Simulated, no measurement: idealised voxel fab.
Title: Process Module voxel fin reveal
FYI the section here is cut, 190 nm wide, cells are 5 nm squares.
Notation: cross-section as square-cell grid; stated in bands, top first, going down; one or more cell rows per band.
Band: top height; bottom height; in nm. Then, left to right: material with width in nm, for each material. "edge to edge": a single material spanning edge to edge. "blank": empty space.
The level at which height equals 0 is the one under which the wafer, as it arrives, is entirely one material. No lower edge exists for the bottom band, which continues downward and is notated as in "z 0 and below".
Quick explanation for "30..40": the width changes in equal steps down the rows of cells, from the first number in the band's top row to the second number in its bottom row.
Key: "no change occurred" - step with no changed cell in the cross-section.
Look at "Sealed internal voids" for the closed voids: empty spaces with no open path to the top, sized 8 cells or up. Each is width x height at distance, distance from the left edge, all nm.
Post-settings text on a step line: simulator's own remark regarding the step.
"overlay nm", when on a step's line for a step with a mask, measures how far to the right of its planned place the mask lay; a negative measure means to the left.

## Here's what the planned process steps look like
1 RECEIVE | material Si
2 CONFORMAL_DEP | material SiN | thk nm 5
3 MASKED_ETCH | tone cover | mask id FINS | width nm 15 | pitch nm 45 | etch materials SiN | depth nm 5 | overlay nm 0
4 MASKED_ETCH | tone cover | mask id FINS | width nm 15 | pitch nm 45 | etch materials Si | depth nm 40 | overlay nm 0
5 FILL_DEP | material SiO2 | thk nm 15
6 CMP | height nm 5
7 SELECTIVE_ETCH | etch materials SiO2 | depth nm 35
8 STRIP | etch materials SiN

## Wafer at receipt (post step 1), cross-section
- z 0 and below | Si edge to edge
- Sealed internal voids: none

## Same starting wafer, same plan as above, one mistake in the execution; this is the cross-section at the end of the module
- z 5 to 0 | blank: 65, SiN: 15, blank: 30, SiN: 15, blank: 65
- z 0 to -30 | blank: 65, Si: 15, blank: 30, Si: 15, blank: 65
- z -30 to -40 | SiO2: 65, Si: 15, SiO2: 30, Si: 15, SiO2: 65
- z -40 and below | Si edge to edge
- Sealed internal voids: none
Want to know what went wrong? step 8 of the plan got skipped, so it never ran
